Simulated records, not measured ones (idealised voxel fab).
A process module follows: voxel self aligned contacts.
The cross-section on display is named cut; it measures 145 nm wide, and its cells are 5 nm squares.
For the purposes of this document, a cross-section shall be understood as a grid of square cells, specified as bands listed in top-to-bottom order, each band consisting of one or more rows of cells. Read a band's entry like this: the first values are the height of its top and the height of its bottom in nm, and what follows is the sequence of materials from left to right, each with its width in nm. Note that "empty" is empty space, and that a single material marked "all across" reaches across the band from edge to edge. Beneath 0, the wafer as received is one material, and that level is where height counting begins. The lowest band goes on downward without a bottom; it is written like "top 0, no bottom". The expression "30->40" gives the width at the extremes of the band, the first number at its top row of cells and the second at its bottom row, with the width changing by equal amounts from each row to the next in between. "no modification" after a step means that no cell of the cross-section changed. Under "Trapped cavities" you'll find the enclosed gaps, the ones with no way out to the top, that are 8 cells or bigger; each reads width x height at distance, with distance counted from the left edge, everything in nm. The remark found on a step's line after its settings is issued by the simulator itself and pertains to that step. overlay nm: right-of-plan distance of the mask on a masked step; negative values mean left-of-plan.

[Planned process steps]
1 RECEIVE,material Si
2 OXIDIZE,depth nm 5
3 DIRECTIONAL_DEP,material polySi,thk nm 20
4 DIRECTIONAL_DEP,material SiN,thk nm 25
5 DIRECTIONAL_DEP,material aC,thk nm 10
6 PATTERN,tone cover,mask id GATE,material resist,width nm 35,pitch nm 75,thk nm 25,overlay nm 0
7 DIRECTIONAL_ETCH,etch materials aC,depth nm 10
8 STRIP,etch materials resist
9 DIRECTIONAL_ETCH,etch materials SiN,depth nm 25
10 DIRECTIONAL_ETCH,etch materials polySi,depth nm 20
11 STRIP,etch materials aC
12 CONFORMAL_DEP,material SiN,thk nm 10
13 DIRECTIONAL_ETCH,etch materials SiN,depth nm 10
14 FILL_DEP,material SiO2,thk nm 15
15 CMP,height nm 55
16 MASKED_ETCH,tone open,mask id CONTACT,width nm 50,etch materials SiO2,depth nm 60,overlay nm 0
17 CONFORMAL_DEP,material TiN,thk nm 5
18 FILL_DEP,material Ru,thk nm 5
19 CMP,height nm 55
20 CONFORMAL_DEP,material SiCN,thk nm 5

[Incoming wafer, cross-sectional view, post step 1]
    top 0, no bottom = Si all across
    Trapped cavities: none

[Post-module cross-section of the first of two wafers (run per plan)]
    top 60, bottom 55 = SiCN all across
    top 55, bottom 45 = 45 of SiO2; 5->20 of TiN; 40->10 of Ru; 5->20 of TiN; 50 of SiO2
    top 45, bottom 20 = 5 of SiO2; 55 of SiN; 5 of TiN; 10 of Ru; 5 of TiN; 55 of SiN; 10 of SiO2
    top 20, bottom 0 = 5 of SiO2; 10 of SiN; 35 of polySi; 10 of SiN; 5 of TiN; 10 of Ru; 5 of TiN; 10 of SiN; 35 of polySi; 10 of SiN; 10 of SiO2
    top 0, bottom -5 = 60 of SiO2; 20 of TiN; 65 of SiO2
    top -5, no bottom = Si all across
    Trapped cavities: none

[Cross-section of the latter of the two wafers at module completion. It had an identical start and an identical plan to the former; in running it, one mistake was made]
    top 60, bottom 55 = SiCN all across
    top 55, bottom 45 = 45 of SiO2; 5->20 of TiN; 40->10 of Ru; 5->20 of TiN; 50 of SiO2
    top 45, bottom 20 = 5 of SiO2; 55 of SiN; 5 of TiN; 10 of Ru; 5 of TiN; 55 of SiN; 10 of SiO2
    top 20, bottom 0 = 5 of SiO2; 10 of SiN; 35 of polySi; 10 of SiN; 5 of TiN; 10 of Ru; 5 of TiN; 10 of SiN; 35 of polySi; 10 of SiN; 10 of SiO2
    top 0, bottom -5 = 60 of SiO2; 20 of TiN; 65 of SiO2
    top -5, bottom -10 = SiO2 all across
    top -10, no bottom = Si all across
    Trapped cavities: none
It is concluded that the wafer was processed incorrectly with respect to the plan, in that step 2 went in with a setting other than planned; the actual run was OXIDIZE,depth nm 10
Looking at both finished wafers in cells, the second ends up ahead of or behind the first on some materials: -29 Si, +29 SiO2
